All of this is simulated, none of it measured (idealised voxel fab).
The following is a process module called voxel capacitor over wiring.
Section shown: cut. Width: 245 nm. Cell size: 5 nm, square.
Cross-section = grid of square cells, listed top down in bands; band = one or more rows. What a band's entry tells you: where the top is and where the bottom is, as heights in nm, and after that what lies inside, material by material from left to right, each with its width in nm. Empty space is written as the word "air", and a single material marked with the word "throughout" occupies the band from edge to edge. Where do heights start? At 0: under that level the wafer as delivered is made of one material only. And the lowest band has no floor; it just carries on downward, as in "0 -> down". The expression "30->40" gives the width at the extremes of the band, the first number at its top row of cells and the second at its bottom row, with the width changing by equal amounts from each row to the next in between. Take "no alterations made" at face value: in the step it is given for, the cross-section changed in none of its cells. The label "Closed void roster" introduces a list of the empty spaces, 8 cells or larger, that have no open way up to the top; each entry in it reads width x height at distance, where the distance is taken from the left edge and all three are stated in nm. What comes after the settings on a step's line is commentary from the simulator itself on that step. The "overlay nm" setting may appear on a step's line; for a step that uses a mask, it gives how far to the right of its planned position the mask lay, and a negative value indicates the left.

### Below is the list of planned process steps
1. RECEIVE | material Si
2. CONFORMAL_DEP | material SiO2 | thk nm 15
3. CONFORMAL_DEP | material SiCN | thk nm 5
4. DIRECTIONAL_DEP | material SiO2 | thk nm 25
5. DIRECTIONAL_DEP | material aC | thk nm 15
6. PATTERN | tone open | mask id METAL_1 | material resist | width nm 25 | pitch nm 80 | thk nm 30 | overlay nm 0
7. DIRECTIONAL_ETCH | etch materials aC | depth nm 15
8. STRIP | etch materials resist
9. DIRECTIONAL_ETCH | etch materials SiO2 | depth nm 25
10. DIRECTIONAL_ETCH | etch materials SiCN | depth nm 5
11. STRIP | etch materials aC
12. CONFORMAL_DEP | material TiN | thk nm 5
13. FILL_DEP | material Cu | thk nm 5
14. CMP | height nm 45
15. CONFORMAL_DEP | material SiCN | thk nm 5
16. DIRECTIONAL_DEP | material SiO2 | thk nm 10
17. DIRECTIONAL_DEP | material aC | thk nm 10
18. PATTERN | tone open | mask id PLUG_1 | material resist | width nm 15 | thk nm 25 | overlay nm 0
19. DIRECTIONAL_ETCH | etch materials aC | depth nm 10
20. STRIP | etch materials resist
21. DIRECTIONAL_ETCH | etch materials SiO2 | depth nm 10
22. DIRECTIONAL_ETCH | etch materials SiCN | depth nm 5
23. STRIP | etch materials aC
24. CONFORMAL_DEP | material TiN | thk nm 5
25. FILL_DEP | material Ru | thk nm 5
26. CMP | height nm 60
27. DIRECTIONAL_DEP | material TiN | thk nm 10
28. DIRECTIONAL_DEP | material HfO2 | thk nm 5
29. DIRECTIONAL_DEP | material TiN | thk nm 5
30. DIRECTIONAL_DEP | material aC | thk nm 15
31. PATTERN | tone cover | mask id UPPER_PLATE | material resist | width nm 60 | thk nm 30 | overlay nm 0
32. DIRECTIONAL_ETCH | etch materials aC | depth nm 15
33. STRIP | etch materials resist
34. DIRECTIONAL_ETCH | etch materials TiN | depth nm 5
35. DIRECTIONAL_ETCH | etch materials HfO2 | depth nm 5
36. STRIP | etch materials aC
37. PATTERN | tone cover | mask id LOWER_PLATE | material resist | width nm 70 | thk nm 20 | overlay nm 0
38. DIRECTIONAL_ETCH | etch materials TiN | depth nm 10
39. STRIP | etch materials resist
40. FILL_DEP | material SiO2 | thk nm 20
41. CMP | height nm 95
42. PATTERN | tone open | mask id PLUG_2 | material resist | width nm 15 | thk nm 20 | overlay nm 0
43. DIRECTIONAL_ETCH | etch materials SiO2 | depth nm 15
44. STRIP | etch materials resist
45. CONFORMAL_DEP | material TiN | thk nm 5
46. FILL_DEP | material Ru | thk nm 5
47. CMP | height nm 95
48. CONFORMAL_DEP | material SiCN | thk nm 5

### Cross-section, incoming material, after step 1
  0 -> down: Si throughout
  Closed void roster: none

### Look at the cross-section after the module: the wafer started out the way shown above and the plan was the one shown above, yet one mistake was made along the way
  100 -> 95: SiCN throughout
  95 -> 85: 90 of SiO2 | 5 of TiN | 5 of Ru | 5 of TiN | 140 of SiO2
  85 -> 75: 90->80 of SiO2 | 15->60 of TiN | 140->105 of SiO2
  75 -> 70: 80 of SiO2 | 60 of HfO2 | 105 of SiO2
  70 -> 60: 75 of SiO2 | 70 of TiN | 100 of SiO2
  60 -> 55: 80 of SiCN | 15 of TiN | 150 of SiCN
  55 -> 45: SiO2 throughout
  45 -> 20: 70 of SiO2 | 5 of TiN | 15 of Cu | 5 of TiN | 55 of SiO2 | 5 of TiN | 15 of Cu | 5 of TiN | 70 of SiO2
  20 -> 15: 70 of SiCN | 25 of TiN | 55 of SiCN | 25 of TiN | 70 of SiCN
  15 -> 0: SiO2 throughout
  0 -> down: Si throughout
  Closed void roster: none
Which mistake was made when the wafer was run? the run placed steps 15 and 16 each in the position the plan gave to the other
